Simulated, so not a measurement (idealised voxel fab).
Presented below is a process module, voxel trench capacitor.
In the cross-section labelled cut, the width is 175 nm and each square cell is 5 nm.
Each cross-section below is a grid of square cells, stated as bands in top-down order, with one or more rows of cells making up each band.
Per band: top height and bottom height in nm, followed by the left-to-right materials and their widths in nm; "edge to edge" marks a single material spanning edge to edge, "blank" marks empty space.
Height 0 is the level under which the wafer as received is all one material. The lowest band goes on downwards, as in "0..down".
Quick explanation for "30 to 40": the width changes in equal steps down the rows of cells, from the first number in the band's top row to the second number in its bottom row.
Given "remains unaltered" for a step, no cell of the cross-section differs between before and after that step.
Listed in "Sealed-off cavities": every empty space of 8 or more cells without an open way to the top. Form: width x height at distance, the distance being from the left edge, all in nm.
Step line, after settings: the simulator's comment on this step.
overlay nm: step with mask; distance mask lay right of planned place; negative value = left of planned place.
-- The planned process steps are enumerated hereunder
1,RECEIVE,material Si
2,CONFORMAL_DEP,material SiN,thk nm 5
3,DIRECTIONAL_DEP,material aC,thk nm 15
4,PATTERN,tone open,mask id TRENCH,material resist,width nm 30,pitch nm 60,thk nm 35,overlay nm 0
5,DIRECTIONAL_ETCH,etch materials aC,depth nm 15
6,STRIP,etch materials resist
7,DIRECTIONAL_ETCH,etch materials SiN,depth nm 5
8,DIRECTIONAL_ETCH,etch materials Si,depth nm 40
9,STRIP,etch materials aC
10,CONFORMAL_DEP,material HfO2,thk nm 5
11,CONFORMAL_DEP,material TiN,thk nm 5
12,FILL_DEP,material W,thk nm 5
13,CMP,height nm 5
-- Wafer as received: cross-section following step 1
    0..down: Si edge to edge
    Sealed-off cavities: none
-- Post-module cross-section: identical start and plan to those above, one misstep in execution
    5..0: SiN (40) / HfO2 (5) / TiN (5) / W (10) / TiN (5) / HfO2 (5) / SiN (30) / HfO2 (5) / TiN (5) / W (10) / TiN (5) / HfO2 (5) / SiN (45)
    0..-25: Si (40) / HfO2 (5) / TiN (5) / W (10) / TiN (5) / HfO2 (5) / Si (30) / HfO2 (5) / TiN (5) / W (10) / TiN (5) / HfO2 (5) / Si (45)
    -25..-30: Si (40) / HfO2 (5) / TiN (20) / HfO2 (5) / Si (30) / HfO2 (5) / TiN (20) / HfO2 (5) / Si (45)
    -30..-35: Si (40) / HfO2 (30) / Si (30) / HfO2 (30) / Si (45)
    -35..down: Si edge to edge
    Sealed-off cavities: none
So what did we get wrong on this run? step 8 did not happen as planned, as run it was DIRECTIONAL_ETCH,etch materials Si,depth nm 35
